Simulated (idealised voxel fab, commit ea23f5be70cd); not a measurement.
The document below concerns the process module designated voxel released beams.
We display cut, a cross-section 190 nm in width whose square cells are each 5 nm.
A cross-section is a grid of square cells, given in bands from the top down. A band is one or more rows of cells.
The entry gives the band's vertical extent as a top height and a bottom height in nm, then its horizontal make-up as materials from left to right, each with a width in nm. "air" stands for empty space; a single material marked "full width" fills the band edge to edge.
Counting heights begins at 0, where everything beneath is, in the wafer as received, one material. The lowest band has no bottom; it goes on downwards, as "from 0 down" shows.
Width "30 to 40": first value at the band's top row of cells, second value at its bottom row, equal change from row to row.
"remained the same" means the step left every cell of the cross-section as it was.
The entry titled "Fully enclosed voids" provides the empty spaces that have no open way to the top, restricted to those of 8 cells or more. Each is presented as width x height at distance, the distance being measured from the left edge, with all three in nm.
Past the settings on a step's line: simulator remark, on that step.
Among the settings permitted on a step's line is "overlay nm"; applied to a step with a mask, it specifies the extent to which the mask lay to the right of its planned position, whereas a negative figure signifies a position to the left.
## Steps planned for the process
1) op RECEIVE | material Si
2) op CONFORMAL_DEP | material Al2O3 | thk nm 5
3) op DIRECTIONAL_DEP | material SiO2 | thk nm 20
4) op MASKED_ETCH | tone open | mask id ANCHOR | width nm 35 | etch materials SiO2 | depth nm 20 | overlay nm 0
5) op CONFORMAL_DEP | material W | thk nm 15
6) op MASKED_ETCH | tone cover | mask id BEAM | width nm 90 | etch materials W | depth nm 15 | overlay nm 0
7) op STRIP | etch materials SiO2
## What follows covers the first of two wafers; it ran as planned
## Step 1 complete: cross-section of the wafer as received
> from 0 down | Si full width
> Fully enclosed voids: none
## after step 2
> from 5 to 0 | Al2O3 full width
> Unchanged below 0.
## after step 3
> from 25 to 5 | SiO2 full width
> Unchanged below 5.
## after step 4
> from 25 to 5 | 50 SiO2  35 air  105 SiO2
> Unchanged below 5.
## after step 5
> from 40 to 25 | 65 W  5 air  120 W
> from 25 to 20 | 50 SiO2  15 W  5 air  15 W  105 SiO2
> from 20 to 5 | 50 SiO2  35 W  105 SiO2
> Unchanged below 5.
## after step 6
> from 40 to 25 | 45 air  20 W  5 air  65 W  55 air
> Unchanged below 25.
## after step 7
> from 40 to 25 | 45 air  20 W  5 air  65 W  55 air
> from 25 to 20 | 50 air  15 W  5 air  15 W  105 air
> from 20 to 5 | 50 air  35 W  105 air
> Unchanged below 5.
## It is to be noted that the second wafer proceeded from the same initial state and according to the same plan as the first, although one mistake was committed in its execution; through step 4, inclusive, the two wafers share an identical history
## Cross-section: second wafer, time at which step 5 was scheduled to end
> from 55 to 25 | W full width
> from 25 to 5 | 50 SiO2  35 W  105 SiO2
> Unchanged below 5.
## Cross-section: second wafer, time at which step 6 was scheduled to end
> from 55 to 40 | 45 air  90 W  55 air
> Unchanged below 40.
Cross-section: second wafer, time at which step 7 was scheduled to end: remained the same
Nonconformance to the process plan: step 5, plan: ran twice
Wafer comparison, final, in cells, second relative to first, materials more or fewer: 124 more of SiO2; 118 more of W
